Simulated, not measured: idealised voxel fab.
This section sets out a process module, namely voxel released beams.
For reference, the cross-section in this document is cut, with width 235 nm and square cells of 5 nm.
Cross-section spec: square-cell grid; bands listed top down; each band is one or more rows.
First you get the band's top height and its bottom height, in nm, and then the materials it's made of, left to right, with each width in nm. If you see a single material with "everywhere", that one covers the band edge to edge. "empty" is empty space.
Ref level 0: as-received wafer is one material below here. Bottom band extends down with no lower bound ("top 0, no bottom").
A width such as "30 to 40" changes by the same amount from each row of cells to the next, from the band's top row to its bottom row.
You'll sometimes find "nothing changed" written for a step, and that's the way of saying that nowhere in the cross-section did a cell change during that step.
Each empty space that has no open way to the top and spans at least 8 cells appears under "Closed void table" as width x height at distance, the distance counted from the left edge, all in nm.
after a step's settings: what the simulator itself notes on the step
The line of a step may include "overlay nm". On a step with a mask, this value is how far to the right of its planned place the mask lay. A negative value means the mask lay to the left.
## The planned process steps are enumerated hereunder
1: op RECEIVE | material Si
2: op CONFORMAL_DEP | material Al2O3 | thk nm 10
3: op DIRECTIONAL_DEP | material SiO2 | thk nm 15
4: op MASKED_ETCH | tone open | mask id ANCHOR | width nm 30 | etch materials SiO2 | depth nm 15 | overlay nm 0
5: op CONFORMAL_DEP | material polySi | thk nm 10
6: op MASKED_ETCH | tone cover | mask id BEAM | width nm 100 | etch materials polySi | depth nm 10 | overlay nm 0
7: op STRIP | etch materials SiO2
## Wafer as received: cross-section following step 1
    top 0, no bottom = Si everywhere
    Closed void table: none
## first wafer at the end, as planned
    top 35, bottom 25 = empty 65 nm / polySi 15 nm / empty 10 nm / polySi 75 nm / empty 70 nm
    top 25, bottom 20 = empty 70 nm / polySi 10 nm / empty 10 nm / polySi 10 nm / empty 135 nm
    top 20, bottom 10 = empty 70 nm / polySi 30 nm / empty 135 nm
    top 10, bottom 0 = Al2O3 everywhere
    top 0, no bottom = Si everywhere
    Closed void table: none
## Cross-section, wafer two of two, end of module: same start and plan as wafer one, one error in execution
    top 25, bottom 15 = empty 65 nm / polySi 15 nm / empty 10 nm / polySi 75 nm / empty 70 nm
    top 15, bottom 10 = empty 70 nm / polySi 10 nm / empty 10 nm / polySi 10 nm / empty 135 nm
    top 10, bottom 0 = empty 70 nm / polySi 30 nm / empty 135 nm
    top 0, no bottom = Si everywhere
    Closed void table: none
The plan and the run diverged here: plan step 2 never ran because it was skipped
Final comparison by cell count, materials where the second wafer has more or fewer than the first: Al2O3: 94 fewer
